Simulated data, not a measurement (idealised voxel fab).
This is a process module. Its name is voxel wiring stack.
Section cut is 285 nm wide and gridded with 5 nm square cells.
In what follows, cross-sections appear as grids of square cells, described through bands that run from the top down, where every band is one or more rows of cells.
Each band's line starts with the height of the band's top and of its bottom, in nm. Then come its materials from left to right, each with its width in nm. One material with "throughout" fills the band from edge to edge. "empty" is empty space.
Heights are reckoned from 0. Under this level, the received wafer is all of one material. The bottommost band is open-ended downward, for example "from 0 down".
Per-row width for "30 to 40": begins at first number (top row of band), ends at second number (bottom row), increment between rows held constant.
Reading "no change" for a step: not a cell of the cross-section changed in it.
"Entrapped void list": sealed empty spaces, 8 cells or more, no open way to top, listed width x height at distance, with distance from the left edge and width, height and distance in nm.
Where a step's line continues beyond its settings, the continuation is a remark by the simulator itself on that step.
overlay nm: step with mask; distance mask lay right of planned place; negative value = left of planned place.
Everything after this point is organized in pairs: a cross-section before one process step, a cross-section after it that shows only as deep as the lowest changed band, and, under the pair, the intervening step with its settings. Because different runs of this module on the same starting wafer can supply different pairs, a pair continues from the pair above it only if its entry headed "Pre-step profile" says so.

Pre-step profile
* from 0 down | Si throughout
* Entrapped void list: none

Section After Processing
* from 15 to 0 | SiO2 throughout
* Below 0, the layers are the same as they were.
* Entrapped void list: none
Going from the before section above to the after section, the step was CONFORMAL_DEP with material SiO2, thk nm 15

Pre-step profile: the after view from the pair directly above serves as the before view here.

Section After Processing
* from 20 to 15 | SiCN throughout
* Below 15, the layers are the same as they were.
* Entrapped void list: none
Going from the before section above to the after section, the step was CONFORMAL_DEP with material SiCN, thk nm 5

Pre-step profile: the after view from the pair directly above serves as the before view here.

Section After Processing
* from 45 to 20 | lowk throughout
* Below 20, the layers are the same as they were.
* Entrapped void list: none
Going from the before section above to the after section, the step was DIRECTIONAL_DEP with material lowk, thk nm 25

Pre-step profile: the after view from the pair directly above serves as the before view here.

Section After Processing
* from 45 to 20 | lowk: 55; empty: 25; lowk: 25; empty: 25; lowk: 25; empty: 25; lowk: 25; empty: 25; lowk: 55
* Below 20, the layers are the same as they were.
* Entrapped void list: none
Going from the before section above to the after section, the step was MASKED_ETCH with tone open, mask id METAL_1, width nm 25, pitch nm 50, etch materials lowk, depth nm 25, overlay nm 0

Pre-step profile: the after view from the pair directly above serves as the before view here.

Section After Processing
* from 45 to 20 | lowk: 55; empty: 25; lowk: 25; empty: 25; lowk: 25; empty: 25; lowk: 25; empty: 25; lowk: 55
* from 20 to 15 | SiCN: 55; empty: 25; SiCN: 25; empty: 25; SiCN: 25; empty: 25; SiCN: 25; empty: 25; SiCN: 55
* Below 15, the layers are the same as they were.
* Entrapped void list: none
Going from the before section above to the after section, the step was MASKED_ETCH with tone open, mask id METAL_1, width nm 25, pitch nm 50, etch materials SiCN, depth nm 5, overlay nm 0

Pre-step profile: the after view from the pair directly above serves as the before view here.

Section After Processing
* from 50 to 45 | TiN: 60; empty: 15; TiN: 35; empty: 15; TiN: 35; empty: 15; TiN: 35; empty: 15; TiN: 60
* from 45 to 20 | lowk: 55; TiN: 5; empty: 15; TiN: 5; lowk: 25; TiN: 5; empty: 15; TiN: 5; lowk: 25; TiN: 5; empty: 15; TiN: 5; lowk: 25; TiN: 5; empty: 15; TiN: 5; lowk: 55
* from 20 to 15 | SiCN: 55; TiN: 25; SiCN: 25; TiN: 25; SiCN: 25; TiN: 25; SiCN: 25; TiN: 25; SiCN: 55
* Below 15, the layers are the same as they were.
* Entrapped void list: none
Going from the before section above to the after section, the step was CONFORMAL_DEP with material TiN, thk nm 5

Pre-step profile: the after view from the pair directly above serves as the before view here.

Section After Processing
* from 60 to 50 | Cu throughout
* from 50 to 45 | TiN: 60; Cu: 15; TiN: 35; Cu: 15; TiN: 35; Cu: 15; TiN: 35; Cu: 15; TiN: 60
* from 45 to 20 | lowk: 55; TiN: 5; Cu: 15; TiN: 5; lowk: 25; TiN: 5; Cu: 15; TiN: 5; lowk: 25; TiN: 5; Cu: 15; TiN: 5; lowk: 25; TiN: 5; Cu: 15; TiN: 5; lowk: 55
* Below 20, the layers are the same as they were.
* Entrapped void list: none
Going from the before section above to the after section, the step was FILL_DEP with material Cu, thk nm 10

Pre-step profile: the after view from the pair directly above serves as the before view here.

Section After Processing
* from 45 to 20 | lowk: 55; TiN: 5; Cu: 15; TiN: 5; lowk: 25; TiN: 5; Cu: 15; TiN: 5; lowk: 25; TiN: 5; Cu: 15; TiN: 5; lowk: 25; TiN: 5; Cu: 15; TiN: 5; lowk: 55
* Below 20, the layers are the same as they were.
* Entrapped void list: none
Going from the before section above to the after section, the step was CMP with height nm 45

Pre-step profile: the after view from the pair directly above serves as the before view here.

Section After Processing
* from 50 to 45 | SiCN throughout
* Below 45, the layers are the same as they were.
* Entrapped void list: none
Going from the before section above to the after section, the step was CONFORMAL_DEP with material SiCN, thk nm 5

Pre-step profile: the after view from the pair directly above serves as the before view here.

Section After Processing
* from 65 to 50 | lowk throughout
* Below 50, the layers are the same as they were.
* Entrapped void list: none
Going from the before section above to the after section, the step was DIRECTIONAL_DEP with material lowk, thk nm 15

Pre-step profile: the after view from the pair directly above serves as the before view here.

Section After Processing
* from 75 to 65 | aC throughout
* Below 65, the layers are the same as they were.
* Entrapped void list: none
Going from the before section above to the after section, the step was DIRECTIONAL_DEP with material aC, thk nm 10

Pre-step profile: the after view from the pair directly above serves as the before view here.

Section After Processing
* from 100 to 75 | resist: 55; empty: 15; resist: 35; empty: 15; resist: 35; empty: 15; resist: 35; empty: 15; resist: 65
* Below 75, the layers are the same as they were.
* Entrapped void list: none
Going from the before section above to the after section, the step was PATTERN with tone open, mask id PLUG_1, material resist, width nm 15, pitch nm 50, thk nm 25, overlay nm 0

Pre-step profile: the after view from the pair directly above serves as the before view here.

Section After Processing
* from 90 to 75 | resist: 55; empty: 15; resist: 35; empty: 15; resist: 35; empty: 15; resist: 35; empty: 15; resist: 65
* from 75 to 65 | aC: 55; empty: 15; aC: 35; empty: 15; aC: 35; empty: 15; aC: 35; empty: 15; aC: 65
* Below 65, the layers are the same as they were.
* Entrapped void list: none
Going from the before section above to the after section, the step was DIRECTIONAL_ETCH with etch materials aC, depth nm 10

Pre-step profile: the after view from the pair directly above serves as the before view here.

Section After Processing
* from 75 to 65 | aC: 55; empty: 15; aC: 35; empty: 15; aC: 35; empty: 15; aC: 35; empty: 15; aC: 65
* Below 65, the layers are the same as they were.
* Entrapped void list: none
Going from the before section above to the after section, the step was STRIP with etch materials resist

Pre-step profile: the after view from the pair directly above serves as the before view here.

Section After Processing
* from 75 to 65 | aC: 55; empty: 15; aC: 35; empty: 15; aC: 35; empty: 15; aC: 35; empty: 15; aC: 65
* from 65 to 50 | lowk: 55; empty: 15; lowk: 35; empty: 15; lowk: 35; empty: 15; lowk: 35; empty: 15; lowk: 65
* Below 50, the layers are the same as they were.
* Entrapped void list: none
Going from the before section above to the after section, the step was DIRECTIONAL_ETCH with etch materials lowk, depth nm 15

Pre-step profile: the after view from the pair directly above serves as the before view here.

Section After Processing
* from 75 to 65 | aC: 55; empty: 15; aC: 35; empty: 15; aC: 35; empty: 15; aC: 35; empty: 15; aC: 65
* from 65 to 50 | lowk: 55; empty: 15; lowk: 35; empty: 15; lowk: 35; empty: 15; lowk: 35; empty: 15; lowk: 65
* from 50 to 45 | SiCN: 55; empty: 15; SiCN: 35; empty: 15; SiCN: 35; empty: 15; SiCN: 35; empty: 15; SiCN: 65
* Below 45, the layers are the same as they were.
* Entrapped void list: none
Going from the before section above to the after section, the step was DIRECTIONAL_ETCH with etch materials SiCN, depth nm 5

Pre-step profile: the after view from the pair directly above serves as the before view here.

Section After Processing
* from 65 to 50 | lowk: 55; empty: 15; lowk: 35; empty: 15; lowk: 35; empty: 15; lowk: 35; empty: 15; lowk: 65
* Below 50, the layers are the same as they were.
* Entrapped void list: none
Going from the before section above to the after section, the step was STRIP with etch materials aC

Pre-step profile: the after view from the pair directly above serves as the before view here.

Section After Processing
* from 70 to 65 | TiN: 60; empty: 5; TiN: 45; empty: 5; TiN: 45; empty: 5; TiN: 45; empty: 5; TiN: 70
* from 65 to 50 | lowk: 55; TiN: 5; empty: 5; TiN: 5; lowk: 35; TiN: 5; empty: 5; TiN: 5; lowk: 35; TiN: 5; empty: 5; TiN: 5; lowk: 35; TiN: 5; empty: 5; TiN: 5; lowk: 65
* from 50 to 45 | SiCN: 55; TiN: 15; SiCN: 35; TiN: 15; SiCN: 35; TiN: 15; SiCN: 35; TiN: 15; SiCN: 65
* Below 45, the layers are the same as they were.
* Entrapped void list: none
Going from the before section above to the after section, the step was CONFORMAL_DEP with material TiN, thk nm 5

Pre-step profile: the after view from the pair directly above serves as the before view here.

Section After Processing
* from 75 to 70 | Cu throughout
* from 70 to 65 | TiN: 60; Cu: 5; TiN: 45; Cu: 5; TiN: 45; Cu: 5; TiN: 45; Cu: 5; TiN: 70
* from 65 to 50 | lowk: 55; TiN: 5; Cu: 5; TiN: 5; lowk: 35; TiN: 5; Cu: 5; TiN: 5; lowk: 35; TiN: 5; Cu: 5; TiN: 5; lowk: 35; TiN: 5; Cu: 5; TiN: 5; lowk: 65
* Below 50, the layers are the same as they were.
* Entrapped void list: none
Going from the before section above to the after section, the step was FILL_DEP with material Cu, thk nm 5

Pre-step profile: the after view from the pair directly above serves as the before view here.

Section After Processing
* from 65 to 50 | lowk: 55; TiN: 5; Cu: 5; TiN: 5; lowk: 35; TiN: 5; Cu: 5; TiN: 5; lowk: 35; TiN: 5; Cu: 5; TiN: 5; lowk: 35; TiN: 5; Cu: 5; TiN: 5; lowk: 65
* Below 50, the layers are the same as they were.
* Entrapped void list: none
Going from the before section above to the after section, the step was CMP with height nm 65

Pre-step profile: the after view from the pair directly above serves as the before view here.

Section After Processing
* from 70 to 65 | SiCN throughout
* Below 65, the layers are the same as they were.
* Entrapped void list: none
Going from the before section above to the after section, the step was CONFORMAL_DEP with material SiCN, thk nm 5

Pre-step profile: the after view from the pair directly above serves as the before view here.

Section After Processing
* from 95 to 70 | SiO2 throughout
* Below 70, the layers are the same as they were.
* Entrapped void list: none
Going from the before section above to the after section, the step was DIRECTIONAL_DEP with material SiO2, thk nm 25

Pre-step profile: the after view from the pair directly above serves as the before view here.

Section After Processing
* from 110 to 95 | aC throughout
* Below 95, the layers are the same as they were.
* Entrapped void list: none
Going from the before section above to the after section, the step was DIRECTIONAL_DEP with material aC, thk nm 15

Pre-step profile: the after view from the pair directly above serves as the before view here.

Section After Processing
* from 140 to 110 | resist: 55; empty: 25; resist: 25; empty: 25; resist: 25; empty: 25; resist: 25; empty: 25; resist: 55
* Below 110, the layers are the same as they were.
* Entrapped void list: none
Going from the before section above to the after section, the step was PATTERN with tone open, mask id METAL_2, material resist, width nm 25, pitch nm 50, thk nm 30, overlay nm 0

Pre-step profile: the after view from the pair directly above serves as the before view here.

Section After Processing
* from 125 to 110 | resist: 55; empty: 25; resist: 25; empty: 25; resist: 25; empty: 25; resist: 25; empty: 25; resist: 55
* from 110 to 95 | aC: 55; empty: 25; aC: 25; empty: 25; aC: 25; empty: 25; aC: 25; empty: 25; aC: 55
* Below 95, the layers are the same as they were.
* Entrapped void list: none
Going from the before section above to the after section, the step was DIRECTIONAL_ETCH with etch materials aC, depth nm 15

Pre-step profile: the after view from the pair directly above serves as the before view here.

Section After Processing
* from 110 to 95 | aC: 55; empty: 25; aC: 25; empty: 25; aC: 25; empty: 25; aC: 25; empty: 25; aC: 55
* Below 95, the layers are the same as they were.
* Entrapped void list: none
Going from the before section above to the after section, the step was STRIP with etch materials resist

Pre-step profile: the after view from the pair directly above serves as the before view here.

Section After Processing
* from 110 to 95 | aC: 55; empty: 25; aC: 25; empty: 25; aC: 25; empty: 25; aC: 25; empty: 25; aC: 55
* from 95 to 70 | SiO2: 55; empty: 25; SiO2: 25; empty: 25; SiO2: 25; empty: 25; SiO2: 25; empty: 25; SiO2: 55
* Below 70, the layers are the same as they were.
* Entrapped void list: none
Going from the before section above to the after section, the step was DIRECTIONAL_ETCH with etch materials SiO2, depth nm 25

Pre-step profile: the after view from the pair directly above serves as the before view here.

Section After Processing
* from 110 to 95 | aC: 55; empty: 25; aC: 25; empty: 25; aC: 25; empty: 25; aC: 25; empty: 25; aC: 55
* from 95 to 70 | SiO2: 55; empty: 25; SiO2: 25; empty: 25; SiO2: 25; empty: 25; SiO2: 25; empty: 25; SiO2: 55
* from 70 to 65 | SiCN: 55; empty: 25; SiCN: 25; empty: 25; SiCN: 25; empty: 25; SiCN: 25; empty: 25; SiCN: 55
* Below 65, the layers are the same as they were.
* Entrapped void list: none
Going from the before section above to the after section, the step was DIRECTIONAL_ETCH with etch materials SiCN, depth nm 5

Pre-step profile: the after view from the pair directly above serves as the before view here.

Section After Processing
* from 95 to 70 | SiO2: 55; empty: 25; SiO2: 25; empty: 25; SiO2: 25; empty: 25; SiO2: 25; empty: 25; SiO2: 55
* Below 70, the layers are the same as they were.
* Entrapped void list: none
Going from the before section above to the after section, the step was STRIP with etch materials aC

Pre-step profile: the after view from the pair directly above serves as the before view here.

Section After Processing
* from 100 to 95 | TiN: 60; empty: 15; TiN: 35; empty: 15; TiN: 35; empty: 15; TiN: 35; empty: 15; TiN: 60
* from 95 to 70 | SiO2: 55; TiN: 5; empty: 15; TiN: 5; SiO2: 25; TiN: 5; empty: 15; TiN: 5; SiO2: 25; TiN: 5; empty: 15; TiN: 5; SiO2: 25; TiN: 5; empty: 15; TiN: 5; SiO2: 55
* from 70 to 65 | SiCN: 55; TiN: 25; SiCN: 25; TiN: 25; SiCN: 25; TiN: 25; SiCN: 25; TiN: 25; SiCN: 55
* Below 65, the layers are the same as they were.
* Entrapped void list: none
Going from the before section above to the after section, the step was CONFORMAL_DEP with material TiN, thk nm 5

Pre-step profile: the after view from the pair directly above serves as the before view here.

Section After Processing
* from 110 to 100 | Cu throughout
* from 100 to 95 | TiN: 60; Cu: 15; TiN: 35; Cu: 15; TiN: 35; Cu: 15; TiN: 35; Cu: 15; TiN: 60
* from 95 to 70 | SiO2: 55; TiN: 5; Cu: 15; TiN: 5; SiO2: 25; TiN: 5; Cu: 15; TiN: 5; SiO2: 25; TiN: 5; Cu: 15; TiN: 5; SiO2: 25; TiN: 5; Cu: 15; TiN: 5; SiO2: 55
* Below 70, the layers are the same as they were.
* Entrapped void list: none
Going from the before section above to the after section, the step was FILL_DEP with material Cu, thk nm 10

Pre-step profile: the after view from the pair directly above serves as the before view here.

Section After Processing
* from 95 to 70 | SiO2: 55; TiN: 5; Cu: 15; TiN: 5; SiO2: 25; TiN: 5; Cu: 15; TiN: 5; SiO2: 25; TiN: 5; Cu: 15; TiN: 5; SiO2: 25; TiN: 5; Cu: 15; TiN: 5; SiO2: 55
* Below 70, the layers are the same as they were.
* Entrapped void list: none
Going from the before section above to the after section, the step was CMP with height nm 95

Pre-step profile: the after view from the pair directly above serves as the before view here.

Section After Processing
* from 100 to 95 | empty: 50; Ru: 35; empty: 15; Ru: 35; empty: 15; Ru: 35; empty: 15; Ru: 35; empty: 50
* Below 95, the layers are the same as they were.
* Entrapped void list: none
Going from the before section above to the after section, the step was EPI with material Ru, thk nm 5

Pre-step profile: the after view from the pair directly above serves as the before view here.

Section After Processing
* from 105 to 100 | SiCN throughout
* from 100 to 95 | SiCN: 50; Ru: 35; SiCN: 15; Ru: 35; SiCN: 15; Ru: 35; SiCN: 15; Ru: 35; SiCN: 50
* Below 95, the layers are the same as they were.
* Entrapped void list: none
Going from the before section above to the after section, the step was FILL_DEP with material SiCN, thk nm 5

Pre-step profile: the after view from the pair directly above serves as the before view here.

Section After Processing
* from 135 to 105 | SiO2 throughout
* Below 105, the layers are the same as they were.
* Entrapped void list: none
Going from the before section above to the after section, the step was DIRECTIONAL_DEP with material SiO2, thk nm 30

Pre-step profile: the after view from the pair directly above serves as the before view here.

Section After Processing
* from 135 to 105 | SiO2: 55; empty: 15; SiO2: 35; empty: 15; SiO2: 35; empty: 15; SiO2: 35; empty: 15; SiO2: 65
* Below 105, the layers are the same as they were.
* Entrapped void list: none
Going from the before section above to the after section, the step was MASKED_ETCH with tone open, mask id METAL_3_HOLES, width nm 15, pitch nm 50, etch materials SiO2, depth nm 30, overlay nm 0

Pre-step profile: the after view from the pair directly above serves as the before view here.

Section After Processing
* from 150 to 135 | aC: 55; empty: 15; aC: 35; empty: 15; aC: 35; empty: 15; aC: 35; empty: 15; aC: 65
* from 135 to 120 | SiO2: 55; empty: 15; SiO2: 35; empty: 15; SiO2: 35; empty: 15; SiO2: 35; empty: 15; SiO2: 65
* from 120 to 105 | SiO2: 55; aC: 15; SiO2: 35; aC: 15; SiO2: 35; aC: 15; SiO2: 35; aC: 15; SiO2: 65
* Below 105, the layers are the same as they were.
* Entrapped void list: none
Going from the before section above to the after section, the step was DIRECTIONAL_DEP with material aC, thk nm 15

Pre-step profile: the after view from the pair directly above serves as the before view here.

Section After Processing
* from 180 to 150 | resist: 55; empty: 25; resist: 25; empty: 25; resist: 25; empty: 25; resist: 25; empty: 25; resist: 55
* Below 150, the layers are the same as they were.
* Entrapped void list: none
Going from the before section above to the after section, the step was PATTERN with tone open, mask id METAL_3, material resist, width nm 25, pitch nm 50, thk nm 30, overlay nm 0

Pre-step profile: the after view from the pair directly above serves as the before view here.

Section After Processing
* from 165 to 150 | resist: 55; empty: 25; resist: 25; empty: 25; resist: 25; empty: 25; resist: 25; empty: 25; resist: 55
* from 150 to 135 | aC: 55; empty: 25; aC: 25; empty: 25; aC: 25; empty: 25; aC: 25; empty: 25; aC: 55
* from 135 to 105 | SiO2: 55; empty: 15; SiO2: 35; empty: 15; SiO2: 35; empty: 15; SiO2: 35; empty: 15; SiO2: 65
* Below 105, the layers are the same as they were.
* Entrapped void list: none
Going from the before section above to the after section, the step was DIRECTIONAL_ETCH with etch materials aC, depth nm 15

Pre-step profile: the after view from the pair directly above serves as the before view here.

Section After Processing
* from 150 to 135 | aC: 55; empty: 25; aC: 25; empty: 25; aC: 25; empty: 25; aC: 25; empty: 25; aC: 55
* Below 135, the layers are the same as they were.
* Entrapped void list: none
Going from the before section above to the after section, the step was STRIP with etch materials resist

Pre-step profile: the after view from the pair directly above serves as the before view here.

Section After Processing
* from 150 to 135 | aC: 55; empty: 25; aC: 25; empty: 25; aC: 25; empty: 25; aC: 25; empty: 25; aC: 55
* from 135 to 115 | SiO2: 55; empty: 25; SiO2: 25; empty: 25; SiO2: 25; empty: 25; SiO2: 25; empty: 25; SiO2: 55
* Below 115, the layers are the same as they were.
* Entrapped void list: none
Going from the before section above to the after section, the step was DIRECTIONAL_ETCH with etch materials SiO2, depth nm 20

Pre-step profile: the after view from the pair directly above serves as the before view here.

Section After Processing
* from 150 to 135 | aC: 55; empty: 25; aC: 25; empty: 25; aC: 25; empty: 25; aC: 25; empty: 25; aC: 55
* from 135 to 115 | SiO2: 55; empty: 25; SiO2: 25; empty: 25; SiO2: 25; empty: 25; SiO2: 25; empty: 25; SiO2: 55
* from 115 to 105 | SiO2: 55; empty: 15; SiO2: 35; empty: 15; SiO2: 35; empty: 15; SiO2: 35; empty: 15; SiO2: 65
* from 105 to 100 | SiCN: 55; empty: 15; SiCN: 35; empty: 15; SiCN: 35; empty: 15; SiCN: 35; empty: 15; SiCN: 65
* Below 100, the layers are the same as they were.
* Entrapped void list: none
Going from the before section above to the after section, the step was DIRECTIONAL_ETCH with etch materials SiCN, depth nm 5

Pre-step profile: the after view from the pair directly above serves as the before view here.

Section After Processing
* from 135 to 115 | SiO2: 55; empty: 25; SiO2: 25; empty: 25; SiO2: 25; empty: 25; SiO2: 25; empty: 25; SiO2: 55
* Below 115, the layers are the same as they were.
* Entrapped void list: none
Going from the before section above to the after section, the step was STRIP with etch materials aC

Pre-step profile: the after view from the pair directly above serves as the before view here.

Section After Processing
* from 140 to 135 | TiN: 60; empty: 15; TiN: 35; empty: 15; TiN: 35; empty: 15; TiN: 35; empty: 15; TiN: 60
* from 135 to 120 | SiO2: 55; TiN: 5; empty: 15; TiN: 5; SiO2: 25; TiN: 5; empty: 15; TiN: 5; SiO2: 25; TiN: 5; empty: 15; TiN: 5; SiO2: 25; TiN: 5; empty: 15; TiN: 5; SiO2: 55
* from 120 to 115 | SiO2: 55; TiN: 5; empty: 5; TiN: 15; SiO2: 25; TiN: 5; empty: 5; TiN: 15; SiO2: 25; TiN: 5; empty: 5; TiN: 15; SiO2: 25; TiN: 5; empty: 5; TiN: 15; SiO2: 55
* from 115 to 105 | SiO2: 55; TiN: 5; empty: 5; TiN: 5; SiO2: 35; TiN: 5; empty: 5; TiN: 5; SiO2: 35; TiN: 5; empty: 5; TiN: 5; SiO2: 35; TiN: 5; empty: 5; TiN: 5; SiO2: 65
* from 105 to 100 | SiCN: 55; TiN: 15; SiCN: 35; TiN: 15; SiCN: 35; TiN: 15; SiCN: 35; TiN: 15; SiCN: 65
* Below 100, the layers are the same as they were.
* Entrapped void list: none
Going from the before section above to the after section, the step was CONFORMAL_DEP with material TiN, thk nm 5

Pre-step profile: the after view from the pair directly above serves as the before view here.

Section After Processing
* from 150 to 140 | Cu throughout
* from 140 to 135 | TiN: 60; Cu: 15; TiN: 35; Cu: 15; TiN: 35; Cu: 15; TiN: 35; Cu: 15; TiN: 60
* from 135 to 120 | SiO2: 55; TiN: 5; Cu: 15; TiN: 5; SiO2: 25; TiN: 5; Cu: 15; TiN: 5; SiO2: 25; TiN: 5; Cu: 15; TiN: 5; SiO2: 25; TiN: 5; Cu: 15; TiN: 5; SiO2: 55
* from 120 to 115 | SiO2: 55; TiN: 5; Cu: 5; TiN: 15; SiO2: 25; TiN: 5; Cu: 5; TiN: 15; SiO2: 25; TiN: 5; Cu: 5; TiN: 15; SiO2: 25; TiN: 5; Cu: 5; TiN: 15; SiO2: 55
* from 115 to 105 | SiO2: 55; TiN: 5; Cu: 5; TiN: 5; SiO2: 35; TiN: 5; Cu: 5; TiN: 5; SiO2: 35; TiN: 5; Cu: 5; TiN: 5; SiO2: 35; TiN: 5; Cu: 5; TiN: 5; SiO2: 65
* Below 105, the layers are the same as they were.
* Entrapped void list: none
Going from the before section above to the after section, the step was FILL_DEP with material Cu, thk nm 10

Pre-step profile: the after view from the pair directly above serves as the before view here.

Section After Processing
* from 135 to 120 | SiO2: 55; TiN: 5; Cu: 15; TiN: 5; SiO2: 25; TiN: 5; Cu: 15; TiN: 5; SiO2: 25; TiN: 5; Cu: 15; TiN: 5; SiO2: 25; TiN: 5; Cu: 15; TiN: 5; SiO2: 55
* Below 120, the layers are the same as they were.
* Entrapped void list: none
Going from the before section above to the after section, the step was CMP with height nm 135

Pre-step profile: the after view from the pair directly above serves as the before view here.

Section After Processing
* from 140 to 135 | SiCN throughout
* Below 135, the layers are the same as they were.
* Entrapped void list: none
Going from the before section above to the after section, the step was CONFORMAL_DEP with material SiCN, thk nm 5

Pre-step profile
* from 60 to 50 | Cu throughout
* from 50 to 45 | TiN: 60; Cu: 15; TiN: 35; Cu: 15; TiN: 35; Cu: 15; TiN: 35; Cu: 15; TiN: 60
* from 45 to 20 | lowk: 55; TiN: 5; Cu: 15; TiN: 5; lowk: 25; TiN: 5; Cu: 15; TiN: 5; lowk: 25; TiN: 5; Cu: 15; TiN: 5; lowk: 25; TiN: 5; Cu: 15; TiN: 5; lowk: 55
* from 20 to 15 | SiCN: 55; TiN: 25; SiCN: 25; TiN: 25; SiCN: 25; TiN: 25; SiCN: 25; TiN: 25; SiCN: 55
* from 15 to 0 | SiO2 throughout
* from 0 down | Si throughout
* Entrapped void list: none

Section After Processing
* from 65 to 60 | SiCN throughout
* Below 60, the layers are the same as they were.
* Entrapped void list: none
Going from the before section above to the after section, the step was CONFORMAL_DEP with material SiCN, thk nm 5

Pre-step profile: the after view from the pair directly above serves as the before view here.

Section After Processing
* from 80 to 65 | lowk throughout
* Below 65, the layers are the same as they were.
* Entrapped void list: none
Going from the before section above to the after section, the step was DIRECTIONAL_DEP with material lowk, thk nm 15

Pre-step profile: the after view from the pair directly above serves as the before view here.

Section After Processing
* from 90 to 80 | aC throughout
* Below 80, the layers are the same as they were.
* Entrapped void list: none
Going from the before section above to the after section, the step was DIRECTIONAL_DEP with material aC, thk nm 10

Pre-step profile: the after view from the pair directly above serves as the before view here.

Section After Processing
* from 115 to 90 | resist: 55; empty: 15; resist: 35; empty: 15; resist: 35; empty: 15; resist: 35; empty: 15; resist: 65
* Below 90, the layers are the same as they were.
* Entrapped void list: none
Going from the before section above to the after section, the step was PATTERN with tone open, mask id PLUG_1, material resist, width nm 15, pitch nm 50, thk nm 25, overlay nm 0

Pre-step profile: the after view from the pair directly above serves as the before view here.

Section After Processing
* from 105 to 90 | resist: 55; empty: 15; resist: 35; empty: 15; resist: 35; empty: 15; resist: 35; empty: 15; resist: 65
* from 90 to 80 | aC: 55; empty: 15; aC: 35; empty: 15; aC: 35; empty: 15; aC: 35; empty: 15; aC: 65
* Below 80, the layers are the same as they were.
* Entrapped void list: none
Going from the before section above to the after section, the step was DIRECTIONAL_ETCH with etch materials aC, depth nm 10

Pre-step profile: the after view from the pair directly above serves as the before view here.

Section After Processing
* from 90 to 80 | aC: 55; empty: 15; aC: 35; empty: 15; aC: 35; empty: 15; aC: 35; empty: 15; aC: 65
* Below 80, the layers are the same as they were.
* Entrapped void list: none
Going from the before section above to the after section, the step was STRIP with etch materials resist

Pre-step profile: the after view from the pair directly above serves as the before view here.

Section After Processing
* from 90 to 80 | aC: 55; empty: 15; aC: 35; empty: 15; aC: 35; empty: 15; aC: 35; empty: 15; aC: 65
* from 80 to 65 | lowk: 55; empty: 15; lowk: 35; empty: 15; lowk: 35; empty: 15; lowk: 35; empty: 15; lowk: 65
* Below 65, the layers are the same as they were.
* Entrapped void list: none
Going from the before section above to the after section, the step was DIRECTIONAL_ETCH with etch materials lowk, depth nm 15

Pre-step profile: the after view from the pair directly above serves as the before view here.

Section After Processing
* from 90 to 80 | aC: 55; empty: 15; aC: 35; empty: 15; aC: 35; empty: 15; aC: 35; empty: 15; aC: 65
* from 80 to 65 | lowk: 55; empty: 15; lowk: 35; empty: 15; lowk: 35; empty: 15; lowk: 35; empty: 15; lowk: 65
* from 65 to 60 | SiCN: 55; empty: 15; SiCN: 35; empty: 15; SiCN: 35; empty: 15; SiCN: 35; empty: 15; SiCN: 65
* Below 60, the layers are the same as they were.
* Entrapped void list: none
Going from the before section above to the after section, the step was DIRECTIONAL_ETCH with etch materials SiCN, depth nm 5

Pre-step profile: the after view from the pair directly above serves as the before view here.

Section After Processing
* from 80 to 65 | lowk: 55; empty: 15; lowk: 35; empty: 15; lowk: 35; empty: 15; lowk: 35; empty: 15; lowk: 65
* Below 65, the layers are the same as they were.
* Entrapped void list: none
Going from the before section above to the after section, the step was STRIP with etch materials aC

Pre-step profile: the after view from the pair directly above serves as the before view here.

Section After Processing
* from 85 to 80 | TiN: 60; empty: 5; TiN: 45; empty: 5; TiN: 45; empty: 5; TiN: 45; empty: 5; TiN: 70
* from 80 to 65 | lowk: 55; TiN: 5; empty: 5; TiN: 5; lowk: 35; TiN: 5; empty: 5; TiN: 5; lowk: 35; TiN: 5; empty: 5; TiN: 5; lowk: 35; TiN: 5; empty: 5; TiN: 5; lowk: 65
* from 65 to 60 | SiCN: 55; TiN: 15; SiCN: 35; TiN: 15; SiCN: 35; TiN: 15; SiCN: 35; TiN: 15; SiCN: 65
* Below 60, the layers are the same as they were.
* Entrapped void list: none
Going from the before section above to the after section, the step was CONFORMAL_DEP with material TiN, thk nm 5

Pre-step profile: the after view from the pair directly above serves as the before view here.

Section After Processing
* from 90 to 85 | Cu throughout
* from 85 to 80 | TiN: 60; Cu: 5; TiN: 45; Cu: 5; TiN: 45; Cu: 5; TiN: 45; Cu: 5; TiN: 70
* from 80 to 65 | lowk: 55; TiN: 5; Cu: 5; TiN: 5; lowk: 35; TiN: 5; Cu: 5; TiN: 5; lowk: 35; TiN: 5; Cu: 5; TiN: 5; lowk: 35; TiN: 5; Cu: 5; TiN: 5; lowk: 65
* Below 65, the layers are the same as they were.
* Entrapped void list: none
Going from the before section above to the after section, the step was FILL_DEP with material Cu, thk nm 5

Pre-step profile: the after view from the pair directly above serves as the before view here.

Section After Processing
* from 65 to 60 | SiCN: 55; TiN: 15; SiCN: 35; TiN: 15; SiCN: 35; TiN: 15; SiCN: 35; TiN: 15; SiCN: 65
* Below 60, the layers are the same as they were.
* Entrapped void list: none
Going from the before section above to the after section, the step was CMP with height nm 65

Pre-step profile: the after view from the pair directly above serves as the before view here.

Section After Processing
* from 70 to 65 | SiCN throughout
* Below 65, the layers are the same as they were.
* Entrapped void list: none
Going from the before section above to the after section, the step was CONFORMAL_DEP with material SiCN, thk nm 5

Pre-step profile: the after view from the pair directly above serves as the before view here.

Section After Processing
* from 95 to 70 | SiO2 throughout
* Below 70, the layers are the same as they were.
* Entrapped void list: none
Going from the before section above to the after section, the step was DIRECTIONAL_DEP with material SiO2, thk nm 25

Pre-step profile: the after view from the pair directly above serves as the before view here.

Section After Processing
* from 110 to 95 | aC throughout
* Below 95, the layers are the same as they were.
* Entrapped void list: none
Going from the before section above to the after section, the step was DIRECTIONAL_DEP with material aC, thk nm 15

Pre-step profile: the after view from the pair directly above serves as the before view here.

Section After Processing
* from 140 to 110 | resist: 55; empty: 25; resist: 25; empty: 25; resist: 25; empty: 25; resist: 25; empty: 25; resist: 55
* Below 110, the layers are the same as they were.
* Entrapped void list: none
Going from the before section above to the after section, the step was PATTERN with tone open, mask id METAL_2, material resist, width nm 25, pitch nm 50, thk nm 30, overlay nm 0

Pre-step profile: the after view from the pair directly above serves as the before view here.

Section After Processing
* from 125 to 110 | resist: 55; empty: 25; resist: 25; empty: 25; resist: 25; empty: 25; resist: 25; empty: 25; resist: 55
* from 110 to 95 | aC: 55; empty: 25; aC: 25; empty: 25; aC: 25; empty: 25; aC: 25; empty: 25; aC: 55
* Below 95, the layers are the same as they were.
* Entrapped void list: none
Going from the before section above to the after section, the step was DIRECTIONAL_ETCH with etch materials aC, depth nm 15
